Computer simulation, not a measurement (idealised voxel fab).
process module | voxel gate over fins
cross-section cut | 210 nm wide | cells 5 nm
A cross-section is a grid of square cells, given in bands from the top down. A band is one or more rows of cells.
Each band's line starts with the height of the band's top and of its bottom, in nm. Then come its materials from left to right, each with its width in nm. One material with "throughout" fills the band from edge to edge. "air" is empty space.
Height 0 is the level under which the wafer as received is all one material. The lowest band goes on downwards, as in "0 down".
A width such as "30 to 40" changes by the same amount from each row of cells to the next, from the band's top row to its bottom row.
"no change" after a step means that no cell of the cross-section changed.
closed voids: empty space of 8 cells or more with no open way to the top, each as width x height at its distance from the left edge, in nm
after a step's settings: what the simulator itself notes on the step
overlay nm, on a step with a mask: how far to the right of its planned place the mask lay; to the left if negative
plan
1 op RECEIVE | material Si
2 op CONFORMAL_DEP | material SiN | thk nm 10
3 op PATTERN | tone cover | mask id FINS | material resist | width nm 15 | pitch nm 45 | thk nm 15 | overlay nm 0
4 op DIRECTIONAL_ETCH | etch materials SiN | depth nm 10
5 op DIRECTIONAL_ETCH | etch materials Si | depth nm 40
6 op STRIP | etch materials resist
7 op OXIDIZE | depth nm 5
8 op FILL_DEP | material SiO2 | thk nm 5
9 op CMP | height nm 10
10 op SELECTIVE_ETCH | etch materials SiO2 | depth nm 20
11 op STRIP | etch materials SiN
12 op CONFORMAL_DEP | material HfO2 | thk nm 5
13 op CONFORMAL_DEP | material TiN | thk nm 5
14 op FILL_DEP | material W | thk nm 10
15 op CMP | height nm 15
16 op CONFORMAL_DEP | material SiCN | thk nm 10
as received, after step 1
  0 down: Si throughout
  closed voids: none
first wafer at the end, as planned
  25 to 15: SiCN throughout
  15 to 10: W throughout
  10 to 5: W 45 | TiN 25 | W 20 | TiN 25 | W 20 | TiN 25 | W 50
  5 to 0: W 45 | TiN 5 | HfO2 15 | TiN 5 | W 20 | TiN 5 | HfO2 15 | TiN 5 | W 20 | TiN 5 | HfO2 15 | TiN 5 | W 50
  0 to -5: TiN 50 | HfO2 5 | Si 5 | HfO2 5 | TiN 30 | HfO2 5 | Si 5 | HfO2 5 | TiN 30 | HfO2 5 | Si 5 | HfO2 5 | TiN 55
  -5 to -10: HfO2 55 | Si 5 | HfO2 40 | Si 5 | HfO2 40 | Si 5 | HfO2 60
  -10 to -45: SiO2 55 | Si 5 | SiO2 40 | Si 5 | SiO2 40 | Si 5 | SiO2 60
  -45 down: Si throughout
  closed voids: none
second wafer at the end: like start, like plan, one mistake
  25 to 15: SiCN throughout
  15 to 10: W throughout
  10 to 5: W 45 | TiN 25 | W 20 | TiN 25 | W 20 | TiN 25 | W 50
  5 to 0: W 45 | TiN 5 | HfO2 15 | TiN 5 | W 20 | TiN 5 | HfO2 15 | TiN 5 | W 20 | TiN 5 | HfO2 15 | TiN 5 | W 50
  0 to -20: W 45 | TiN 5 | HfO2 5 | Si 5 | HfO2 5 | TiN 5 | W 20 | TiN 5 | HfO2 5 | Si 5 | HfO2 5 | TiN 5 | W 20 | TiN 5 | HfO2 5 | Si 5 | HfO2 5 | TiN 5 | W 50
  -20 to -25: TiN 50 | HfO2 5 | Si 5 | HfO2 5 | TiN 30 | HfO2 5 | Si 5 | HfO2 5 | TiN 30 | HfO2 5 | Si 5 | HfO2 5 | TiN 55
  -25 to -30: HfO2 55 | Si 5 | HfO2 40 | Si 5 | HfO2 40 | Si 5 | HfO2 60
  -30 to -45: SiO2 55 | Si 5 | SiO2 40 | Si 5 | SiO2 40 | Si 5 | SiO2 60
  -45 down: Si throughout
  closed voids: none
what went wrong: step 10 was run twice
at the end the second wafer has, in cells: 24 more of HfO2 | 156 fewer of SiO2 | 24 more of TiN | 108 more of W
